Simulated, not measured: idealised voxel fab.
You're looking at the process module voxel plated lines.
We display cut, a cross-section 215 nm in width whose square cells are each 5 nm.
In this document a cross-section is written as a grid of square cells. It is given as a series of bands, listed from the top down, and a band is one or more rows of cells.
Basically the band line says how high the top is and how high the bottom is, in nm, and then what's in it from left to right, every material with its width in nm. Empty space shows up as "empty", and if a single material carries "edge to edge" it runs the full band edge to edge.
Height 0 is the level under which the wafer as received is all one material. The lowest band goes on downwards, as in "0..down".
With a width like "30->40", each row of cells in the band differs from the next by the same amount, the top row carrying the first number and the bottom row the second.
You'll sometimes find "identical to before" written for a step, and that's the way of saying that nowhere in the cross-section did a cell change during that step.
Fully closed voids: empty space of 8 cells or more with no open way to the top, each as width x height at its distance from the left edge, in nm
Heads up: the bit after the settings on a step's line is the simulator's remark on that step.
The setting "overlay nm" may be written on the line of a step. When the step uses a mask, the value reports how far to the right of the planned place the mask lay, and a negative value reports that it lay to the left.

[Set out below are the planned steps of the process]
- 1: RECEIVE, material Si
- 2: CONFORMAL_DEP, material SiO2, thk nm 5
- 3: DIRECTIONAL_DEP, material TiN, thk nm 5
- 4: PATTERN, tone open, mask id LINES, material resist, width nm 30, pitch nm 60, thk nm 35, overlay nm 0
- 5: EPI, material Ru, thk nm 10
- 6: EPI, material Ru, thk nm 5
- 7: EPI, material Ru, thk nm 10
- 8: STRIP, etch materials resist
- 9: DIRECTIONAL_ETCH, etch materials TiN, depth nm 5
- 10: CONFORMAL_DEP, material SiCN, thk nm 5

[Cross-section of the wafer as it came to us, i.e., already through step 1]
    0..down: Si edge to edge
    Fully closed voids: none

[First of two wafers: cross-section at end of module, run per plan]
    40..35: 55 nm empty  40 nm SiCN  20 nm empty  40 nm SiCN  60 nm empty
    35..10: 55 nm empty  5 nm SiCN  30 nm Ru  5 nm SiCN  20 nm empty  5 nm SiCN  30 nm Ru  5 nm SiCN  60 nm empty
    10..5: 60 nm SiCN  30 nm TiN  30 nm SiCN  30 nm TiN  65 nm SiCN
    5..0: SiO2 edge to edge
    0..down: Si edge to edge
    Fully closed voids: none

[Wafer two, end of module, cross-section. Same start, same plan as wafer one. One mistake in the run]
    40..35: 55 nm empty  40 nm SiCN  20 nm empty  40 nm SiCN  60 nm empty
    35..10: 55 nm empty  5 nm SiCN  30 nm Ru  5 nm SiCN  20 nm empty  5 nm SiCN  30 nm Ru  5 nm SiCN  60 nm empty
    10..5: 60 nm SiCN  30 nm TiN  30 nm SiCN  30 nm TiN  65 nm SiCN
    5..0: Ru edge to edge
    0..down: Si edge to edge
    Fully closed voids: none
Against the plan, the run slipped here: step 2 deviated from plan and actually ran as CONFORMAL_DEP, material Ru, thk nm 5
At the finish, the second wafer shows more or fewer cells for some materials than the first does: Ru +43; SiO2 -43
